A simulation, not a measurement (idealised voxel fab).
process module | voxel capacitor over wiring
cross-section cut | 155 nm wide | cells 5 nm
A cross-section is a grid of square cells, given in bands from the top down. A band is one or more rows of cells.
Each band's line starts with the height of the band's top and of its bottom, in nm. Then come its materials from left to right, each with its width in nm. One material with "throughout" fills the band from edge to edge. "air" is empty space.
Height 0 is the level under which the wafer as received is all one material. The lowest band goes on downwards, as in "0 down".
A width such as "30 to 40" changes by the same amount from each row of cells to the next, from the band's top row to its bottom row.
"no change" after a step means that no cell of the cross-section changed.
closed voids: empty space of 8 cells or more with no open way to the top, each as width x height at its distance from the left edge, in nm
after a step's settings: what the simulator itself notes on the step
overlay nm, on a step with a mask: how far to the right of its planned place the mask lay; to the left if negative
plan
1 op RECEIVE | material Si
2 op CONFORMAL_DEP | material SiO2 | thk nm 10
3 op DIRECTIONAL_DEP | material TiN | thk nm 5
4 op DIRECTIONAL_DEP | material Ru | thk nm 20
5 op DIRECTIONAL_DEP | material aC | thk nm 10
6 op PATTERN | tone cover | mask id METAL_1 | material resist | width nm 25 | pitch nm 95 | thk nm 30 | overlay nm 0
7 op DIRECTIONAL_ETCH | etch materials aC | depth nm 10
8 op STRIP | etch materials resist
9 op DIRECTIONAL_ETCH | etch materials Ru | depth nm 20
10 op DIRECTIONAL_ETCH | etch materials TiN | depth nm 5
11 op STRIP | etch materials aC
12 op CONFORMAL_DEP | material SiN | thk nm 5
13 op FILL_DEP | material lowk | thk nm 5
14 op CMP | height nm 35
15 op CONFORMAL_DEP | material SiCN | thk nm 5
16 op DIRECTIONAL_DEP | material lowk | thk nm 15
17 op PATTERN | tone open | mask id PLUG_1 | material resist | width nm 15 | thk nm 15 | overlay nm 0
18 op DIRECTIONAL_ETCH | etch materials lowk | depth nm 15
19 op DIRECTIONAL_ETCH | etch materials SiCN | depth nm 5
20 op STRIP | etch materials resist
21 op EPI | material Ru | thk nm 10
22 op EPI | material Ru | thk nm 10
23 op DIRECTIONAL_DEP | material TiN | thk nm 5
24 op DIRECTIONAL_DEP | material Al2O3 | thk nm 5
25 op DIRECTIONAL_DEP | material TiN | thk nm 10
26 op PATTERN | tone cover | mask id UPPER_PLATE | material resist | width nm 75 | thk nm 20 | overlay nm 0
27 op DIRECTIONAL_ETCH | etch materials TiN | depth nm 10
28 op DIRECTIONAL_ETCH | etch materials Al2O3 | depth nm 5
29 op STRIP | etch materials resist
30 op PATTERN | tone cover | mask id LOWER_PLATE | material resist | width nm 85 | thk nm 20 | overlay nm 0
31 op DIRECTIONAL_ETCH | etch materials TiN | depth nm 5
32 op STRIP | etch materials resist
33 op FILL_DEP | material SiO2 | thk nm 15
34 op CMP | height nm 85
35 op DIRECTIONAL_DEP | material aC | thk nm 10
36 op PATTERN | tone open | mask id PLUG_2 | material resist | width nm 15 | thk nm 25 | overlay nm 0
37 op DIRECTIONAL_ETCH | etch materials aC | depth nm 10
38 op STRIP | etch materials resist
39 op DIRECTIONAL_ETCH | etch materials SiO2 | depth nm 10
40 op STRIP | etch materials aC
41 op CONFORMAL_DEP | material TiN | thk nm 5
42 op FILL_DEP | material Ru | thk nm 10
43 op CMP | height nm 85
44 op CONFORMAL_DEP | material SiCN | thk nm 5
as received, after step 1
  0 down: Si throughout
  closed voids: none
first wafer at the end, as planned
  90 to 85: SiCN throughout
  85 to 80: SiO2 35 | TiN 5 | Ru 5 | TiN 5 | SiO2 105
  80 to 75: SiO2 35 | TiN 15 | SiO2 105
  75 to 65: SiO2 25 | TiN 75 | SiO2 55
  65 to 60: SiO2 25 | Al2O3 75 | SiO2 55
  60 to 55: SiO2 20 | TiN 85 | SiO2 50
  55 to 40: lowk 25 | Ru 15 | lowk 115
  40 to 35: SiCN 25 | Ru 15 | SiCN 115
  35 to 15: lowk 10 | SiN 5 | Ru 25 | SiN 5 | lowk 60 | SiN 5 | Ru 25 | SiN 5 | lowk 15
  15 to 10: SiN 15 | TiN 25 | SiN 70 | TiN 25 | SiN 20
  10 to 0: SiO2 throughout
  0 down: Si throughout
  closed voids: none
second wafer at the end: like start, like plan, one mistake
  90 to 85: SiCN throughout
  85 to 80: SiO2 35 | TiN 5 | Ru 5 | TiN 5 | SiO2 105
  80 to 75: SiO2 35 | TiN 15 | SiO2 105
  75 to 70: SiO2 throughout
  70 to 60: SiO2 25 | TiN 75 | SiO2 55
  60 to 55: SiO2 20 | TiN 85 | SiO2 50
  55 to 40: lowk 25 | Ru 15 | lowk 115
  40 to 35: SiCN 25 | Ru 15 | SiCN 115
  35 to 15: lowk 10 | SiN 5 | Ru 25 | SiN 5 | lowk 60 | SiN 5 | Ru 25 | SiN 5 | lowk 15
  15 to 10: SiN 15 | TiN 25 | SiN 70 | TiN 25 | SiN 20
  10 to 0: SiO2 throughout
  0 down: Si throughout
  closed voids: none
what went wrong: step 24 was left out
at the end the second wafer has, in cells: 15 fewer of Al2O3 | 15 more of SiO2
